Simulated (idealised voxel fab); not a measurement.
The process module presented herein is designated voxel released beams.
Section cut is 265 nm wide and gridded with 5 nm square cells.
If you're reading a cross-section in this doc, picture square cells in a grid; it comes to you as bands, top ones listed first down to the bottom, and a band can be one or more rows of cells. The entry gives the band's vertical extent as a top height and a bottom height in nm, then its horizontal make-up as materials from left to right, each with a width in nm. "air" stands for empty space; a single material marked "throughout" fills the band edge to edge. Height is counted from the level 0, under which the received wafer is composed throughout of one material. The lowest of the bands is not closed at the bottom but continues downward, in the notation "0 down". A width such as "30 to 40" changes by the same amount from each row of cells to the next, from the band's top row to its bottom row. No cell of the cross-section changed in a step that is given as "stayed the same". Voids not open to the top, 8 cells minimum: see "Fully sealed voids". Written width x height at distance; distance is from the left edge; nm. Past the settings on a step's line: simulator remark, on that step. The line of a step may include "overlay nm". On a step with a mask, this value is how far to the right of its planned place the mask lay. A negative value means the mask lay to the left.
[Listed below are the process steps as planned]
- 1: RECEIVE (material Si)
- 2: CONFORMAL_DEP (material SiN; thk nm 5)
- 3: DIRECTIONAL_DEP (material SiO2; thk nm 20)
- 4: DIRECTIONAL_DEP (material aC; thk nm 10)
- 5: PATTERN (tone open; mask id ANCHOR; material resist; width nm 25; thk nm 25; overlay nm 0)
- 6: DIRECTIONAL_ETCH (etch materials aC; depth nm 10)
- 7: STRIP (etch materials resist)
- 8: DIRECTIONAL_ETCH (etch materials SiO2; depth nm 20)
- 9: STRIP (etch materials aC)
- 10: CONFORMAL_DEP (material W; thk nm 10)
- 11: MASKED_ETCH (tone cover; mask id BEAM; width nm 95; etch materials W; depth nm 10; overlay nm 0)
- 12: STRIP (etch materials SiO2)
[Wafer, first of two, run as planned]
[Cross-section of the wafer upon arrival, representing the state reached after step 1]
    0 down  Si throughout
    Fully sealed voids: none
[Take a look at the wafer's cross-section after step 2]
    5 to 0  SiN throughout
    All layers under 0 are left as they were.
[Take a look at the wafer's cross-section after step 3]
    25 to 5  SiO2 throughout
    All layers under 5 are left as they were.
[Take a look at the wafer's cross-section after step 4]
    35 to 25  aC throughout
    All layers under 25 are left as they were.
[Take a look at the wafer's cross-section after step 5]
    60 to 35  resist 85, air 25, resist 155
    All layers under 35 are left as they were.
[Take a look at the wafer's cross-section after step 6]
    50 to 35  resist 85, air 25, resist 155
    35 to 25  aC 85, air 25, aC 155
    All layers under 25 are left as they were.
[Take a look at the wafer's cross-section after step 7]
    35 to 25  aC 85, air 25, aC 155
    All layers under 25 are left as they were.
[Take a look at the wafer's cross-section after step 8]
    35 to 25  aC 85, air 25, aC 155
    25 to 5  SiO2 85, air 25, SiO2 155
    All layers under 5 are left as they were.
[Take a look at the wafer's cross-section after step 9]
    25 to 5  SiO2 85, air 25, SiO2 155
    All layers under 5 are left as they were.
[Take a look at the wafer's cross-section after step 10]
    35 to 25  W 95, air 5, W 165
    25 to 15  SiO2 85, W 10, air 5, W 10, SiO2 155
    15 to 5  SiO2 85, W 25, SiO2 155
    All layers under 5 are left as they were.
[Take a look at the wafer's cross-section after step 11]
    35 to 25  air 80, W 15, air 5, W 75, air 90
    All layers under 25 are left as they were.
[Take a look at the wafer's cross-section after step 12]
    35 to 25  air 80, W 15, air 5, W 75, air 90
    25 to 15  air 85, W 10, air 5, W 10, air 155
    15 to 5  air 85, W 25, air 155
    All layers under 5 are left as they were.
[Wafer two. Identical start, identical plan. One mistake in execution. Identical history through step 6]
[Second wafer at the planned finish of step 7, seen in cross-section]
    35 to 25  aC 85, air 25, aC 155
    All layers under 25 are left as they were.
[Second wafer at the planned finish of step 8, seen in cross-section]
    35 to 25  aC 85, air 25, aC 155
    25 to 5  SiO2 85, air 25, SiO2 155
    All layers under 5 are left as they were.
[Second wafer at the planned finish of step 9, seen in cross-section]
    25 to 5  SiO2 85, air 25, SiO2 155
    All layers under 5 are left as they were.
[Second wafer at the planned finish of step 10, seen in cross-section]
    35 to 25  W 95, air 5, W 165
    25 to 15  SiO2 85, W 10, air 5, W 10, SiO2 155
    15 to 5  SiO2 85, W 25, SiO2 155
    All layers under 5 are left as they were.
[Second wafer at the planned finish of step 11, seen in cross-section]
    35 to 25  air 80, W 15, air 5, W 75, air 90
    All layers under 25 are left as they were.
[Second wafer at the planned finish of step 12, seen in cross-section]
    35 to 25  air 80, W 15, air 5, W 75, air 90
    25 to 15  air 85, W 10, air 5, W 10, air 155
    15 to 5  air 85, W 25, air 155
    All layers under 5 are left as they were.
Short version of what went wrong: step 7 of the plan was executed twice over
It should be noted that the final cross-sections of the two wafers coincide, and the mistake therefore has no effect on the output of this model.
